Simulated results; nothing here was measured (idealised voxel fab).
Documented hereafter: the process module known as voxel trench capacitor.
The figure presents cross-section cut, which has a width of 245 nm and is divided into square cells with an edge length of 5 nm.
Each cross-section below is a grid of square cells, stated as bands in top-down order, with one or more rows of cells making up each band.
This entry defines a band. It first specifies the height of the band's top and the height of its bottom in nm, and then specifies the band's materials from left to right, stating each material with its width in nm. The word "throughout" identifies a single material that fills the band from edge to edge, while the word "blank" identifies empty space.
For the purposes of this specification, 0 denotes the height below which the wafer in its as-received condition is composed wholly of one material, and the lowermost band, lacking a lower limit, extends downward without end, as expressed in "z 0 and below".
Read "30->40" as a graded width: first number on top, second number at the bottom, same change between each pair of neighbouring rows.
"everything unchanged" (step): cross-section cells unchanged, all of them.
Enclosed voids (no open way to top), threshold 8 cells or more, entry "Closed void listing", notation width x height at distance, distance from left edge, nm.
Step line, after settings: the simulator's comment on this step.
What "overlay nm" on a step's line means: if the step has a mask, that mask lay this far to the right of its planned place, or, when the value is negative, to the left.

## The following list gives the planned process steps
1. RECEIVE [material Si]
2. CONFORMAL_DEP [material SiN] [thk nm 5]
3. PATTERN [tone open] [mask id TRENCH] [material resist] [width nm 30] [pitch nm 45] [thk nm 15] [overlay nm 0]
4. DIRECTIONAL_ETCH [etch materials SiN] [depth nm 5]
5. DIRECTIONAL_ETCH [etch materials Si] [depth nm 40]
6. STRIP [etch materials resist]
7. CONFORMAL_DEP [material HfO2] [thk nm 5]
8. CONFORMAL_DEP [material TiN] [thk nm 5]
9. FILL_DEP [material W] [thk nm 5]
10. CMP [height nm 5]

## The cross-section here shows the wafer as received, i.e. in its state after step 1
	z 0 and below | Si throughout
	Closed void listing: none

## First of two wafers, end-of-module section, run followed plan
	z 5 to 0 | SiN (40), then HfO2 (5), then TiN (5), then W (10), then TiN (5), then HfO2 (5), then SiN (15), then HfO2 (5), then TiN (5), then W (10), then TiN (5), then HfO2 (5), then SiN (15), then HfO2 (5), then TiN (5), then W (10), then TiN (5), then HfO2 (5), then SiN (15), then HfO2 (5), then TiN (5), then W (10), then TiN (5), then HfO2 (5), then SiN (40)
	z 0 to -30 | Si (40), then HfO2 (5), then TiN (5), then W (10), then TiN (5), then HfO2 (5), then Si (15), then HfO2 (5), then TiN (5), then W (10), then TiN (5), then HfO2 (5), then Si (15), then HfO2 (5), then TiN (5), then W (10), then TiN (5), then HfO2 (5), then Si (15), then HfO2 (5), then TiN (5), then W (10), then TiN (5), then HfO2 (5), then Si (40)
	z -30 to -35 | Si (40), then HfO2 (5), then TiN (20), then HfO2 (5), then Si (15), then HfO2 (5), then TiN (20), then HfO2 (5), then Si (15), then HfO2 (5), then TiN (20), then HfO2 (5), then Si (15), then HfO2 (5), then TiN (20), then HfO2 (5), then Si (40)
	z -35 to -40 | Si (40), then HfO2 (30), then Si (15), then HfO2 (30), then Si (15), then HfO2 (30), then Si (15), then HfO2 (30), then Si (40)
	z -40 and below | Si throughout
	Closed void listing: none

## Now the second wafer, cross-sectioned at the end of the module. Nothing different at the start, nothing different in the plan compared with the first, just one mistake when it was actually run
	z 5 to 0 | SiN (40), then TiN (5), then HfO2 (5), then W (10), then HfO2 (5), then TiN (5), then SiN (15), then TiN (5), then HfO2 (5), then W (10), then HfO2 (5), then TiN (5), then SiN (15), then TiN (5), then HfO2 (5), then W (10), then HfO2 (5), then TiN (5), then SiN (15), then TiN (5), then HfO2 (5), then W (10), then HfO2 (5), then TiN (5), then SiN (40)
	z 0 to -30 | Si (40), then TiN (5), then HfO2 (5), then W (10), then HfO2 (5), then TiN (5), then Si (15), then TiN (5), then HfO2 (5), then W (10), then HfO2 (5), then TiN (5), then Si (15), then TiN (5), then HfO2 (5), then W (10), then HfO2 (5), then TiN (5), then Si (15), then TiN (5), then HfO2 (5), then W (10), then HfO2 (5), then TiN (5), then Si (40)
	z -30 to -35 | Si (40), then TiN (5), then HfO2 (20), then TiN (5), then Si (15), then TiN (5), then HfO2 (20), then TiN (5), then Si (15), then TiN (5), then HfO2 (20), then TiN (5), then Si (15), then TiN (5), then HfO2 (20), then TiN (5), then Si (40)
	z -35 to -40 | Si (40), then TiN (30), then Si (15), then TiN (30), then Si (15), then TiN (30), then Si (15), then TiN (30), then Si (40)
	z -40 and below | Si throughout
	Closed void listing: none
Diagnosis: steps 7 and 8 of the plan were each performed in the slot designated for the other
Materials where the second wafer ends with more or fewer cells than the first: 16 fewer of HfO2 | 16 more of TiN
